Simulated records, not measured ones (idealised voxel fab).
Documented hereafter: the process module known as voxel transistor to metal.
Pictured: cross-section cut, 300 nm wide, on a grid of 5 nm square cells.
A cross-section is a grid of square cells, given in bands from the top down. A band is one or more rows of cells. First you get the band's top height and its bottom height, in nm, and then the materials it's made of, left to right, with each width in nm. If you see a single material with "everywhere", that one covers the band edge to edge. "empty" is empty space. Counting heights begins at 0, where everything beneath is, in the wafer as received, one material. The lowest band has no bottom; it goes on downwards, as "0 nm and below" shows. The width entry "30->40" should be interpreted row by row: the top row of cells in the band takes the first number, the bottom row takes the second number, and the change between adjacent rows is uniform throughout. "changes: none" (step): cross-section cells unchanged, all of them. The entry "Voids, sealed" lists the empty spaces that cover at least 8 cells and have no open path to the top. Each is written as width x height at distance, where the distance is measured from the left edge and all three values are in nm. If you see something after the settings on a step's line, that's the simulator's own remark about that step. overlay nm: mask right of planned place by this much (step with mask). Neg. = left. Every pair from here on: before one process step, after it. The after cross-section reaches only to the lowest band that changed. Below the pair: the step in between and its settings. Pairs can belong to different runs of this module on the same starting wafer; a pair carries on from the pair above only if the entry headed "Status before step" says so.
Status before step:
- 0 nm and below | Si everywhere
- Voids, sealed: none
Cut View, Post-Step:
- 0 nm to -5 nm | SiO2 everywhere
- Below -5, the layers are the same as they were.
- Voids, sealed: none
Step between the cross-sections above: OXIDIZE | depth nm 5
Status before step: check the pair just above; its after cross-section is our before state.
Cut View, Post-Step:
- 15 nm to 0 nm | SiN everywhere
- Below 0, the layers are the same as they were.
- Voids, sealed: none
Step between the cross-sections above: CONFORMAL_DEP | material SiN | thk nm 15
Status before step: check the pair just above; its after cross-section is our before state.
Cut View, Post-Step:
- 15 nm to 0 nm | 35 of empty, 105 of SiN, 20 of empty, 105 of SiN, 35 of empty
- Below 0, the layers are the same as they were.
- Voids, sealed: none
Step between the cross-sections above: MASKED_ETCH | tone cover | mask id ACTIVE | width nm 105 | pitch nm 125 | etch materials SiN | depth nm 15 | overlay nm 0
Status before step: check the pair just above; its after cross-section is our before state.
Cut View, Post-Step:
- 15 nm to 0 nm | 35 of empty, 105 of SiN, 20 of empty, 105 of SiN, 35 of empty
- 0 nm to -5 nm | 35 of empty, 105 of SiO2, 20 of empty, 105 of SiO2, 35 of empty
- Below -5, the layers are the same as they were.
- Voids, sealed: none
Step between the cross-sections above: MASKED_ETCH | tone cover | mask id ACTIVE | width nm 105 | pitch nm 125 | etch materials SiO2 | depth nm 5 | overlay nm 0
Status before step: check the pair just above; its after cross-section is our before state.
Cut View, Post-Step:
- 15 nm to 0 nm | 35 of empty, 105 of SiN, 20 of empty, 105 of SiN, 35 of empty
- 0 nm to -5 nm | 35 of empty, 105 of SiO2, 20 of empty, 105 of SiO2, 35 of empty
- -5 nm to -40 nm | 35 of empty, 105 of Si, 20 of empty, 105 of Si, 35 of empty
- Below -40, the layers are the same as they were.
- Voids, sealed: none
Step between the cross-sections above: MASKED_ETCH | tone cover | mask id ACTIVE | width nm 105 | pitch nm 125 | etch materials Si | depth nm 35 | overlay nm 0
Status before step: check the pair just above; its after cross-section is our before state.
Cut View, Post-Step:
- 20 nm to 15 nm | SiO2 everywhere
- 15 nm to 0 nm | 35 of SiO2, 105 of SiN, 20 of SiO2, 105 of SiN, 35 of SiO2
- 0 nm to -5 nm | SiO2 everywhere
- -5 nm to -40 nm | 35 of SiO2, 105 of Si, 20 of SiO2, 105 of Si, 35 of SiO2
- Below -40, the layers are the same as they were.
- Voids, sealed: none
Step between the cross-sections above: FILL_DEP | material SiO2 | thk nm 5
Status before step: check the pair just above; its after cross-section is our before state.
Cut View, Post-Step:
- 15 nm to 0 nm | 35 of SiO2, 105 of SiN, 20 of SiO2, 105 of SiN, 35 of SiO2
- Below 0, the layers are the same as they were.
- Voids, sealed: none
Step between the cross-sections above: CMP | height nm 15
Status before step: check the pair just above; its after cross-section is our before state.
Cut View, Post-Step:
- 15 nm to 0 nm | 35 of empty, 105 of SiN, 20 of empty, 105 of SiN, 35 of empty
- Below 0, the layers are the same as they were.
- Voids, sealed: none
Step between the cross-sections above: SELECTIVE_ETCH | etch materials SiO2 | depth nm 15
Status before step: check the pair just above; its after cross-section is our before state.
Cut View, Post-Step:
- 0 nm to -5 nm | SiO2 everywhere
- Below -5, the layers are the same as they were.
- Voids, sealed: none
Step between the cross-sections above: STRIP | etch materials SiN
Status before step: check the pair just above; its after cross-section is our before state.
Cut View, Post-Step:
- -5 nm to -40 nm | 35 of SiO2, 105 of Si, 20 of SiO2, 105 of Si, 35 of SiO2
- Below -40, the layers are the same as they were.
- Voids, sealed: none
Step between the cross-sections above: SELECTIVE_ETCH | etch materials SiO2 | depth nm 5
Status before step: check the pair just above; its after cross-section is our before state.
Cut View, Post-Step:
- -5 nm to -10 nm | SiO2 everywhere
- Below -10, the layers are the same as they were.
- Voids, sealed: none
Step between the cross-sections above: OXIDIZE | depth nm 5
Status before step: check the pair just above; its after cross-section is our before state.
Cut View, Post-Step:
- 15 nm to -5 nm | polySi everywhere
- Below -5, the layers are the same as they were.
- Voids, sealed: none
Step between the cross-sections above: DIRECTIONAL_DEP | material polySi | thk nm 20
Status before step: check the pair just above; its after cross-section is our before state.
Cut View, Post-Step:
- 30 nm to 15 nm | SiCN everywhere
- Below 15, the layers are the same as they were.
- Voids, sealed: none
Step between the cross-sections above: DIRECTIONAL_DEP | material SiCN | thk nm 15
Status before step: check the pair just above; its after cross-section is our before state.
Cut View, Post-Step:
- 30 nm to 15 nm | 75 of empty, 25 of SiCN, 100 of empty, 25 of SiCN, 75 of empty
- Below 15, the layers are the same as they were.
- Voids, sealed: none
Step between the cross-sections above: MASKED_ETCH | tone cover | mask id GATE | width nm 25 | pitch nm 125 | etch materials SiCN | depth nm 25 | overlay nm 0
Status before step: check the pair just above; its after cross-section is our before state.
Cut View, Post-Step:
- 30 nm to 15 nm | 75 of empty, 25 of SiCN, 100 of empty, 25 of SiCN, 75 of empty
- 15 nm to -5 nm | 75 of empty, 25 of polySi, 100 of empty, 25 of polySi, 75 of empty
- Below -5, the layers are the same as they were.
- Voids, sealed: none
Step between the cross-sections above: MASKED_ETCH | tone cover | mask id GATE | width nm 25 | pitch nm 125 | etch materials polySi | depth nm 30 | overlay nm 0
Status before step: check the pair just above; its after cross-section is our before state.
Cut View, Post-Step:
- 40 nm to 30 nm | 65 of empty, 45 of SiN, 80 of empty, 45 of SiN, 65 of empty
- 30 nm to 15 nm | 65 of empty, 10 of SiN, 25 of SiCN, 10 of SiN, 80 of empty, 10 of SiN, 25 of SiCN, 10 of SiN, 65 of empty
- 15 nm to 5 nm | 65 of empty, 10 of SiN, 25 of polySi, 10 of SiN, 80 of empty, 10 of SiN, 25 of polySi, 10 of SiN, 65 of empty
- 5 nm to -5 nm | 75 of SiN, 25 of polySi, 100 of SiN, 25 of polySi, 75 of SiN
- Below -5, the layers are the same as they were.
- Voids, sealed: none
Step between the cross-sections above: CONFORMAL_DEP | material SiN | thk nm 10
Status before step: check the pair just above; its after cross-section is our before state.
Cut View, Post-Step:
- 30 nm to 15 nm | 65 of empty, 10 of SiN, 25 of SiCN, 10 of SiN, 80 of empty, 10 of SiN, 25 of SiCN, 10 of SiN, 65 of empty
- 15 nm to -5 nm | 65 of empty, 10 of SiN, 25 of polySi, 10 of SiN, 80 of empty, 10 of SiN, 25 of polySi, 10 of SiN, 65 of empty
- Below -5, the layers are the same as they were.
- Voids, sealed: none
Step between the cross-sections above: DIRECTIONAL_ETCH | etch materials SiN | depth nm 10
Status before step: check the pair just above; its after cross-section is our before state.
Cut View, Post-Step:
- 30 nm to 15 nm | 65 of empty, 10 of SiN, 25 of SiCN, 10 of SiN, 80 of empty, 10 of SiN, 25 of SiCN, 10 of SiN, 65 of empty
- 15 nm to -5 nm | 65 of empty, 10 of SiN, 25 of polySi, 10 of SiN, 80 of empty, 10 of SiN, 25 of polySi, 10 of SiN, 65 of empty
- -5 nm to -10 nm | 65 of empty, 45 of SiO2, 80 of empty, 45 of SiO2, 65 of empty
- Below -10, the layers are the same as they were.
- Voids, sealed: none
Step between the cross-sections above: DIRECTIONAL_ETCH | etch materials SiO2 | depth nm 5
Status before step: check the pair just above; its after cross-section is our before state.
Cut View, Post-Step:
- 30 nm to 15 nm | 65 of empty, 10 of SiN, 25 of SiCN, 10 of SiN, 80 of empty, 10 of SiN, 25 of SiCN, 10 of SiN, 65 of empty
- 15 nm to -5 nm | 65 of empty, 10 of SiN, 25 of polySi, 10 of SiN, 80 of empty, 10 of SiN, 25 of polySi, 10 of SiN, 65 of empty
- -5 nm to -10 nm | 65 of empty, 45 of SiO2, 80 of empty, 45 of SiO2, 65 of empty
- -10 nm to -25 nm | 35 of SiO2, 30 of empty, 45 of Si, 30 of empty, 20 of SiO2, 30 of empty, 45 of Si, 30 of empty, 35 of SiO2
- Below -25, the layers are the same as they were.
- Voids, sealed: none
Step between the cross-sections above: DIRECTIONAL_ETCH | etch materials Si | depth nm 15
Status before step: check the pair just above; its after cross-section is our before state.
Cut View, Post-Step:
- 30 nm to 15 nm | 65 of empty, 10 of SiN, 25 of SiCN, 10 of SiN, 80 of empty, 10 of SiN, 25 of SiCN, 10 of SiN, 65 of empty
- 15 nm to 10 nm | 65 of empty, 10 of SiN, 25 of polySi, 10 of SiN, 80 of empty, 10 of SiN, 25 of polySi, 10 of SiN, 65 of empty
- 10 nm to -5 nm | 45 of empty, 20 of pSi, 10 of SiN, 25 of polySi, 10 of SiN, 20 of pSi, 40 of empty, 20 of pSi, 10 of SiN, 25 of polySi, 10 of SiN, 20 of pSi, 45 of empty
- -5 nm to -10 nm | 30 of empty, 35 of pSi, 45 of SiO2, 35 of pSi, 10 of empty, 35 of pSi, 45 of SiO2, 35 of pSi, 30 of empty
- -10 nm to -25 nm | 35 of SiO2, 30 of pSi, 45 of Si, 30 of pSi, 20 of SiO2, 30 of pSi, 45 of Si, 30 of pSi, 35 of SiO2
- Below -25, the layers are the same as they were.
- Voids, sealed: none
Step between the cross-sections above: EPI | material pSi | thk nm 20
Status before step: check the pair just above; its after cross-section is our before state.
Cut View, Post-Step:
- 40 nm to 30 nm | SiO2 everywhere
- 30 nm to 15 nm | 65 of SiO2, 10 of SiN, 25 of SiCN, 10 of SiN, 80 of SiO2, 10 of SiN, 25 of SiCN, 10 of SiN, 65 of SiO2
- 15 nm to 10 nm | 65 of SiO2, 10 of SiN, 25 of polySi, 10 of SiN, 80 of SiO2, 10 of SiN, 25 of polySi, 10 of SiN, 65 of SiO2
- 10 nm to -5 nm | 45 of SiO2, 20 of pSi, 10 of SiN, 25 of polySi, 10 of SiN, 20 of pSi, 40 of SiO2, 20 of pSi, 10 of SiN, 25 of polySi, 10 of SiN, 20 of pSi, 45 of SiO2
- -5 nm to -10 nm | 30 of SiO2, 35 of pSi, 45 of SiO2, 35 of pSi, 10 of SiO2, 35 of pSi, 45 of SiO2, 35 of pSi, 30 of SiO2
- Below -10, the layers are the same as they were.
- Voids, sealed: none
Step between the cross-sections above: FILL_DEP | material SiO2 | thk nm 10
Status before step: check the pair just above; its after cross-section is our before state.
Cut View, Post-Step:
- 30 nm to 15 nm | 65 of SiO2, 10 of SiN, 25 of SiCN, 10 of SiN, 80 of SiO2, 10 of SiN, 25 of SiCN, 10 of SiN, 65 of SiO2
- Below 15, the layers are the same as they were.
- Voids, sealed: none
Step between the cross-sections above: CMP | height nm 30
Status before step: check the pair just above; its after cross-section is our before state.
Cut View, Post-Step:
- 45 nm to 30 nm | SiO2 everywhere
- Below 30, the layers are the same as they were.
- Voids, sealed: none
Step between the cross-sections above: DIRECTIONAL_DEP | material SiO2 | thk nm 15
Status before step: check the pair just above; its after cross-section is our before state.
Cut View, Post-Step:
- 60 nm to 45 nm | 45 of resist, 15 of empty, 55 of resist, 15 of empty, 40 of resist, 15 of empty, 55 of resist, 15 of empty, 45 of resist
- Below 45, the layers are the same as they were.
- Voids, sealed: none
Step between the cross-sections above: PATTERN | tone open | mask id CONTACT | material resist | width nm 15 | thk nm 15 | overlay nm 0
Status before step: check the pair just above; its after cross-section is our before state.
Cut View, Post-Step:
- 60 nm to 45 nm | 45 of resist, 15 of empty, 55 of resist, 15 of empty, 40 of resist, 15 of empty, 55 of resist, 15 of empty, 45 of resist
- 45 nm to 30 nm | 45 of SiO2, 15 of empty, 55 of SiO2, 15 of empty, 40 of SiO2, 15 of empty, 55 of SiO2, 15 of empty, 45 of SiO2
- 30 nm to 15 nm | 45 of SiO2, 15 of empty, 5 of SiO2, 10 of SiN, 25 of SiCN, 10 of SiN, 5 of SiO2, 15 of empty, 40 of SiO2, 15 of empty, 5 of SiO2, 10 of SiN, 25 of SiCN, 10 of SiN, 5 of SiO2, 15 of empty, 45 of SiO2
- 15 nm to 10 nm | 45 of SiO2, 15 of empty, 5 of SiO2, 10 of SiN, 25 of polySi, 10 of SiN, 5 of SiO2, 15 of empty, 40 of SiO2, 15 of empty, 5 of SiO2, 10 of SiN, 25 of polySi, 10 of SiN, 5 of SiO2, 15 of empty, 45 of SiO2
- Below 10, the layers are the same as they were.
- Voids, sealed: none
Step between the cross-sections above: DIRECTIONAL_ETCH | etch materials SiO2 | depth nm 35
Status before step: check the pair just above; its after cross-section is our before state.
Cut View, Post-Step:
- 45 nm to 30 nm | 45 of SiO2, 15 of empty, 55 of SiO2, 15 of empty, 40 of SiO2, 15 of empty, 55 of SiO2, 15 of empty, 45 of SiO2
- Below 30, the layers are the same as they were.
- Voids, sealed: none
Step between the cross-sections above: STRIP | etch materials resist
Status before step: check the pair just above; its after cross-section is our before state.
Cut View, Post-Step:
- 50 nm to 45 nm | 50 of TiN, 5 of empty, 65 of TiN, 5 of empty, 50 of TiN, 5 of empty, 65 of TiN, 5 of empty, 50 of TiN
- 45 nm to 30 nm | 45 of SiO2, 5 of TiN, 5 of empty, 5 of TiN, 55 of SiO2, 5 of TiN, 5 of empty, 5 of TiN, 40 of SiO2, 5 of TiN, 5 of empty, 5 of TiN, 55 of SiO2, 5 of TiN, 5 of empty, 5 of TiN, 45 of SiO2
- 30 nm to 15 nm | 45 of SiO2, 5 of TiN, 5 of empty, 5 of TiN, 5 of SiO2, 10 of SiN, 25 of SiCN, 10 of SiN, 5 of SiO2, 5 of TiN, 5 of empty, 5 of TiN, 40 of SiO2, 5 of TiN, 5 of empty, 5 of TiN, 5 of SiO2, 10 of SiN, 25 of SiCN, 10 of SiN, 5 of SiO2, 5 of TiN, 5 of empty, 5 of TiN, 45 of SiO2
- 15 nm to 10 nm | 45 of SiO2, 15 of TiN, 5 of SiO2, 10 of SiN, 25 of polySi, 10 of SiN, 5 of SiO2, 15 of TiN, 40 of SiO2, 15 of TiN, 5 of SiO2, 10 of SiN, 25 of polySi, 10 of SiN, 5 of SiO2, 15 of TiN, 45 of SiO2
- Below 10, the layers are the same as they were.
- Voids, sealed: none
Step between the cross-sections above: CONFORMAL_DEP | material TiN | thk nm 5
Status before step: check the pair just above; its after cross-section is our before state.
Cut View, Post-Step:
- 60 nm to 50 nm | Ru everywhere
- 50 nm to 45 nm | 50 of TiN, 5 of Ru, 65 of TiN, 5 of Ru, 50 of TiN, 5 of Ru, 65 of TiN, 5 of Ru, 50 of TiN
- 45 nm to 30 nm | 45 of SiO2, 5 of TiN, 5 of Ru, 5 of TiN, 55 of SiO2, 5 of TiN, 5 of Ru, 5 of TiN, 40 of SiO2, 5 of TiN, 5 of Ru, 5 of TiN, 55 of SiO2, 5 of TiN, 5 of Ru, 5 of TiN, 45 of SiO2
- 30 nm to 15 nm | 45 of SiO2, 5 of TiN, 5 of Ru, 5 of TiN, 5 of SiO2, 10 of SiN, 25 of SiCN, 10 of SiN, 5 of SiO2, 5 of TiN, 5 of Ru, 5 of TiN, 40 of SiO2, 5 of TiN, 5 of Ru, 5 of TiN, 5 of SiO2, 10 of SiN, 25 of SiCN, 10 of SiN, 5 of SiO2, 5 of TiN, 5 of Ru, 5 of TiN, 45 of SiO2
- Below 15, the layers are the same as they were.
- Voids, sealed: none
Step between the cross-sections above: FILL_DEP | material Ru | thk nm 10
Status before step: check the pair just above; its after cross-section is our before state.
Cut View, Post-Step:
- 45 nm to 30 nm | 45 of SiO2, 5 of TiN, 5 of Ru, 5 of TiN, 55 of SiO2, 5 of TiN, 5 of Ru, 5 of TiN, 40 of SiO2, 5 of TiN, 5 of Ru, 5 of TiN, 55 of SiO2, 5 of TiN, 5 of Ru, 5 of TiN, 45 of SiO2
- Below 30, the layers are the same as they were.
- Voids, sealed: none
Step between the cross-sections above: CMP | height nm 45
Status before step: check the pair just above; its after cross-section is our before state.
Cut View, Post-Step:
- 50 nm to 45 nm | SiCN everywhere
- Below 45, the layers are the same as they were.
- Voids, sealed: none
Step between the cross-sections above: CONFORMAL_DEP | material SiCN | thk nm 5
Status before step: check the pair just above; its after cross-section is our before state.
Cut View, Post-Step:
- 70 nm to 50 nm | lowk everywhere
- Below 50, the layers are the same as they were.
- Voids, sealed: none
Step between the cross-sections above: DIRECTIONAL_DEP | material lowk | thk nm 20
Status before step: check the pair just above; its after cross-section is our before state.
Cut View, Post-Step:
- 80 nm to 70 nm | aC everywhere
- Below 70, the layers are the same as they were.
- Voids, sealed: none
Step between the cross-sections above: DIRECTIONAL_DEP | material aC | thk nm 10
Status before step: check the pair just above; its after cross-section is our before state.
Cut View, Post-Step:
- 105 nm to 80 nm | 45 of resist, 15 of empty, 55 of resist, 15 of empty, 40 of resist, 15 of empty, 55 of resist, 15 of empty, 45 of resist
- Below 80, the layers are the same as they were.
- Voids, sealed: none
Step between the cross-sections above: PATTERN | tone open | mask id METAL_1 | material resist | width nm 15 | thk nm 25 | overlay nm 0
Status before step: check the pair just above; its after cross-section is our before state.
Cut View, Post-Step:
- 95 nm to 80 nm | 45 of resist, 15 of empty, 55 of resist, 15 of empty, 40 of resist, 15 of empty, 55 of resist, 15 of empty, 45 of resist
- 80 nm to 70 nm | 45 of aC, 15 of empty, 55 of aC, 15 of empty, 40 of aC, 15 of empty, 55 of aC, 15 of empty, 45 of aC
- Below 70, the layers are the same as they were.
- Voids, sealed: none
Step between the cross-sections above: DIRECTIONAL_ETCH | etch materials aC | depth nm 10
Status before step: check the pair just above; its after cross-section is our before state.
Cut View, Post-Step:
- 80 nm to 70 nm | 45 of aC, 15 of empty, 55 of aC, 15 of empty, 40 of aC, 15 of empty, 55 of aC, 15 of empty, 45 of aC
- Below 70, the layers are the same as they were.
- Voids, sealed: none
Step between the cross-sections above: STRIP | etch materials resist
Status before step: check the pair just above; its after cross-section is our before state.
Cut View, Post-Step:
- 80 nm to 70 nm | 45 of aC, 15 of empty, 55 of aC, 15 of empty, 40 of aC, 15 of empty, 55 of aC, 15 of empty, 45 of aC
- 70 nm to 50 nm | 45 of lowk, 15 of empty, 55 of lowk, 15 of empty, 40 of lowk, 15 of empty, 55 of lowk, 15 of empty, 45 of lowk
- Below 50, the layers are the same as they were.
- Voids, sealed: none
Step between the cross-sections above: DIRECTIONAL_ETCH | etch materials lowk | depth nm 20
Status before step: check the pair just above; its after cross-section is our before state.
Cut View, Post-Step:
- 80 nm to 70 nm | 45 of aC, 15 of empty, 55 of aC, 15 of empty, 40 of aC, 15 of empty, 55 of aC, 15 of empty, 45 of aC
- 70 nm to 50 nm | 45 of lowk, 15 of empty, 55 of lowk, 15 of empty, 40 of lowk, 15 of empty, 55 of lowk, 15 of empty, 45 of lowk
- 50 nm to 45 nm | 45 of SiCN, 15 of empty, 55 of SiCN, 15 of empty, 40 of SiCN, 15 of empty, 55 of SiCN, 15 of empty, 45 of SiCN
- Below 45, the layers are the same as they were.
- Voids, sealed: none
Step between the cross-sections above: DIRECTIONAL_ETCH | etch materials SiCN | depth nm 5
Status before step: check the pair just above; its after cross-section is our before state.
Cut View, Post-Step:
- 70 nm to 50 nm | 45 of lowk, 15 of empty, 55 of lowk, 15 of empty, 40 of lowk, 15 of empty, 55 of lowk, 15 of empty, 45 of lowk
- Below 50, the layers are the same as they were.
- Voids, sealed: none
Step between the cross-sections above: STRIP | etch materials aC
Status before step: check the pair just above; its after cross-section is our before state.
Cut View, Post-Step:
- 75 nm to 70 nm | 50 of TiN, 5 of empty, 65 of TiN, 5 of empty, 50 of TiN, 5 of empty, 65 of TiN, 5 of empty, 50 of TiN
- 70 nm to 50 nm | 45 of lowk, 5 of TiN, 5 of empty, 5 of TiN, 55 of lowk, 5 of TiN, 5 of empty, 5 of TiN, 40 of lowk, 5 of TiN, 5 of empty, 5 of TiN, 55 of lowk, 5 of TiN, 5 of empty, 5 of TiN, 45 of lowk
- 50 nm to 45 nm | 45 of SiCN, 15 of TiN, 55 of SiCN, 15 of TiN, 40 of SiCN, 15 of TiN, 55 of SiCN, 15 of TiN, 45 of SiCN
- Below 45, the layers are the same as they were.
- Voids, sealed: none
Step between the cross-sections above: CONFORMAL_DEP | material TiN | thk nm 5
Status before step: check the pair just above; its after cross-section is our before state.
Cut View, Post-Step:
- 85 nm to 75 nm | W everywhere
- 75 nm to 70 nm | 50 of TiN, 5 of W, 65 of TiN, 5 of W, 50 of TiN, 5 of W, 65 of TiN, 5 of W, 50 of TiN
- 70 nm to 50 nm | 45 of lowk, 5 of TiN, 5 of W, 5 of TiN, 55 of lowk, 5 of TiN, 5 of W, 5 of TiN, 40 of lowk, 5 of TiN, 5 of W, 5 of TiN, 55 of lowk, 5 of TiN, 5 of W, 5 of TiN, 45 of lowk
- Below 50, the layers are the same as they were.
- Voids, sealed: none
Step between the cross-sections above: FILL_DEP | material W | thk nm 10
Status before step: check the pair just above; its after cross-section is our before state.
Cut View, Post-Step:
- 70 nm to 50 nm | 45 of lowk, 5 of TiN, 5 of W, 5 of TiN, 55 of lowk, 5 of TiN, 5 of W, 5 of TiN, 40 of lowk, 5 of TiN, 5 of W, 5 of TiN, 55 of lowk, 5 of TiN, 5 of W, 5 of TiN, 45 of lowk
- Below 50, the layers are the same as they were.
- Voids, sealed: none
Step between the cross-sections above: CMP | height nm 70
Status before step: check the pair just above; its after cross-section is our before state.
Cut View, Post-Step:
- 75 nm to 70 nm | SiN everywhere
- Below 70, the layers are the same as they were.
- Voids, sealed: none
Step between the cross-sections above: CONFORMAL_DEP | material SiN | thk nm 5
Status before step:
- 85 nm to 75 nm | W everywhere
- 75 nm to 70 nm | 50 of TiN, 5 of W, 65 of TiN, 5 of W, 50 of TiN, 5 of W, 65 of TiN, 5 of W, 50 of TiN
- 70 nm to 50 nm | 45 of lowk, 5 of TiN, 5 of W, 5 of TiN, 55 of lowk, 5 of TiN, 5 of W, 5 of TiN, 40 of lowk, 5 of TiN, 5 of W, 5 of TiN, 55 of lowk, 5 of TiN, 5 of W, 5 of TiN, 45 of lowk
- 50 nm to 45 nm | 45 of SiCN, 15 of TiN, 55 of SiCN, 15 of TiN, 40 of SiCN, 15 of TiN, 55 of SiCN, 15 of TiN, 45 of SiCN
- 45 nm to 30 nm | 45 of SiO2, 5 of TiN, 5 of Ru, 5 of TiN, 55 of SiO2, 5 of TiN, 5 of Ru, 5 of TiN, 40 of SiO2, 5 of TiN, 5 of Ru, 5 of TiN, 55 of SiO2, 5 of TiN, 5 of Ru, 5 of TiN, 45 of SiO2
- 30 nm to 15 nm | 45 of SiO2, 5 of TiN, 5 of Ru, 5 of TiN, 5 of SiO2, 10 of SiN, 25 of SiCN, 10 of SiN, 5 of SiO2, 5 of TiN, 5 of Ru, 5 of TiN, 40 of SiO2, 5 of TiN, 5 of Ru, 5 of TiN, 5 of SiO2, 10 of SiN, 25 of SiCN, 10 of SiN, 5 of SiO2, 5 of TiN, 5 of Ru, 5 of TiN, 45 of SiO2
- 15 nm to 10 nm | 45 of SiO2, 15 of TiN, 5 of SiO2, 10 of SiN, 25 of polySi, 10 of SiN, 5 of SiO2, 15 of TiN, 40 of SiO2, 15 of TiN, 5 of SiO2, 10 of SiN, 25 of polySi, 10 of SiN, 5 of SiO2, 15 of TiN, 45 of SiO2
- 10 nm to -5 nm | 45 of SiO2, 20 of pSi, 10 of SiN, 25 of polySi, 10 of SiN, 20 of pSi, 40 of SiO2, 20 of pSi, 10 of SiN, 25 of polySi, 10 of SiN, 20 of pSi, 45 of SiO2
- -5 nm to -10 nm | 30 of SiO2, 35 of pSi, 45 of SiO2, 35 of pSi, 10 of SiO2, 35 of pSi, 45 of SiO2, 35 of pSi, 30 of SiO2
- -10 nm to -25 nm | 35 of SiO2, 30 of pSi, 45 of Si, 30 of pSi, 20 of SiO2, 30 of pSi, 45 of Si, 30 of pSi, 35 of SiO2
- -25 nm to -40 nm | 35 of SiO2, 105 of Si, 20 of SiO2, 105 of Si, 35 of SiO2
- -40 nm and below | Si everywhere
- Voids, sealed: none
Cut View, Post-Step:
- 90 nm to 85 nm | SiN everywhere
- Below 85, the layers are the same as they were.
- Voids, sealed: none
Step between the cross-sections above: CONFORMAL_DEP | material SiN | thk nm 5
Status before step:
- 15 nm to 0 nm | 35 of empty, 105 of SiN, 20 of empty, 105 of SiN, 35 of empty
- 0 nm to -5 nm | 35 of empty, 105 of SiO2, 20 of empty, 105 of SiO2, 35 of empty
- -5 nm to -40 nm | 35 of empty, 105 of Si, 20 of empty, 105 of Si, 35 of empty
- -40 nm and below | Si everywhere
- Voids, sealed: none
Cut View, Post-Step:
- 15 nm to 0 nm | 35 of empty, 105 of SiN, 20 of empty, 105 of SiN, 35 of empty
- 0 nm to -5 nm | 35 of empty, 105 of SiO2, 20 of empty, 105 of SiO2, 35 of empty
- -5 nm to -75 nm | 35 of empty, 105 of Si, 20 of empty, 105 of Si, 35 of empty
- Below -75, the layers are the same as they were.
- Voids, sealed: none
Step between the cross-sections above: MASKED_ETCH | tone cover | mask id ACTIVE | width nm 105 | pitch nm 125 | etch materials Si | depth nm 35 | overlay nm 0
Status before step: check the pair just above; its after cross-section is our before state.
Cut View, Post-Step:
- 20 nm to 15 nm | SiO2 everywhere
- 15 nm to 0 nm | 35 of SiO2, 105 of SiN, 20 of SiO2, 105 of SiN, 35 of SiO2
- 0 nm to -5 nm | SiO2 everywhere
- -5 nm to -75 nm | 35 of SiO2, 105 of Si, 20 of SiO2, 105 of Si, 35 of SiO2
- Below -75, the layers are the same as they were.
- Voids, sealed: none
Step between the cross-sections above: FILL_DEP | material SiO2 | thk nm 5
Status before step: check the pair just above; its after cross-section is our before state.
Cut View, Post-Step:
- 15 nm to 0 nm | 35 of SiO2, 105 of SiN, 20 of SiO2, 105 of SiN, 35 of SiO2
- Below 0, the layers are the same as they were.
- Voids, sealed: none
Step between the cross-sections above: CMP | height nm 15
Status before step: check the pair just above; its after cross-section is our before state.
Cut View, Post-Step:
- 15 nm to 0 nm | 35 of empty, 105 of SiN, 20 of empty, 105 of SiN, 35 of empty
- Below 0, the layers are the same as they were.
- Voids, sealed: none
Step between the cross-sections above: SELECTIVE_ETCH | etch materials SiO2 | depth nm 15
Status before step: check the pair just above; its after cross-section is our before state.
Cut View, Post-Step:
- 0 nm to -5 nm | SiO2 everywhere
- Below -5, the layers are the same as they were.
- Voids, sealed: none
Step between the cross-sections above: STRIP | etch materials SiN
Status before step: check the pair just above; its after cross-section is our before state.
Cut View, Post-Step:
- -5 nm to -75 nm | 35 of SiO2, 105 of Si, 20 of SiO2, 105 of Si, 35 of SiO2
- Below -75, the layers are the same as they were.
- Voids, sealed: none
Step between the cross-sections above: SELECTIVE_ETCH | etch materials SiO2 | depth nm 5
Status before step: check the pair just above; its after cross-section is our before state.
Cut View, Post-Step:
- -5 nm to -10 nm | SiO2 everywhere
- Below -10, the layers are the same as they were.
- Voids, sealed: none
Step between the cross-sections above: OXIDIZE | depth nm 5
Status before step: check the pair just above; its after cross-section is our before state.
Cut View, Post-Step:
- 15 nm to -5 nm | polySi everywhere
- Below -5, the layers are the same as they were.
- Voids, sealed: none
Step between the cross-sections above: DIRECTIONAL_DEP | material polySi | thk nm 20
Status before step: check the pair just above; its after cross-section is our before state.
Cut View, Post-Step:
- 30 nm to 15 nm | SiCN everywhere
- Below 15, the layers are the same as they were.
- Voids, sealed: none
Step between the cross-sections above: DIRECTIONAL_DEP | material SiCN | thk nm 15
Status before step: check the pair just above; its after cross-section is our before state.
Cut View, Post-Step:
- 30 nm to 15 nm | 75 of empty, 25 of SiCN, 100 of empty, 25 of SiCN, 75 of empty
- Below 15, the layers are the same as they were.
- Voids, sealed: none
Step between the cross-sections above: MASKED_ETCH | tone cover | mask id GATE | width nm 25 | pitch nm 125 | etch materials SiCN | depth nm 25 | overlay nm 0
Status before step: check the pair just above; its after cross-section is our before state.
Cut View, Post-Step:
- 30 nm to 15 nm | 75 of empty, 25 of SiCN, 100 of empty, 25 of SiCN, 75 of empty
- 15 nm to -5 nm | 75 of empty, 25 of polySi, 100 of empty, 25 of polySi, 75 of empty
- Below -5, the layers are the same as they were.
- Voids, sealed: none
Step between the cross-sections above: MASKED_ETCH | tone cover | mask id GATE | width nm 25 | pitch nm 125 | etch materials polySi | depth nm 30 | overlay nm 0
Status before step: check the pair just above; its after cross-section is our before state.
Cut View, Post-Step:
- 40 nm to 30 nm | 65 of empty, 45 of SiN, 80 of empty, 45 of SiN, 65 of empty
- 30 nm to 15 nm | 65 of empty, 10 of SiN, 25 of SiCN, 10 of SiN, 80 of empty, 10 of SiN, 25 of SiCN, 10 of SiN, 65 of empty
- 15 nm to 5 nm | 65 of empty, 10 of SiN, 25 of polySi, 10 of SiN, 80 of empty, 10 of SiN, 25 of polySi, 10 of SiN, 65 of empty
- 5 nm to -5 nm | 75 of SiN, 25 of polySi, 100 of SiN, 25 of polySi, 75 of SiN
- Below -5, the layers are the same as they were.
- Voids, sealed: none
Step between the cross-sections above: CONFORMAL_DEP | material SiN | thk nm 10
Status before step: check the pair just above; its after cross-section is our before state.
Cut View, Post-Step:
- 30 nm to 15 nm | 65 of empty, 10 of SiN, 25 of SiCN, 10 of SiN, 80 of empty, 10 of SiN, 25 of SiCN, 10 of SiN, 65 of empty
- 15 nm to -5 nm | 65 of empty, 10 of SiN, 25 of polySi, 10 of SiN, 80 of empty, 10 of SiN, 25 of polySi, 10 of SiN, 65 of empty
- Below -5, the layers are the same as they were.
- Voids, sealed: none
Step between the cross-sections above: DIRECTIONAL_ETCH | etch materials SiN | depth nm 10
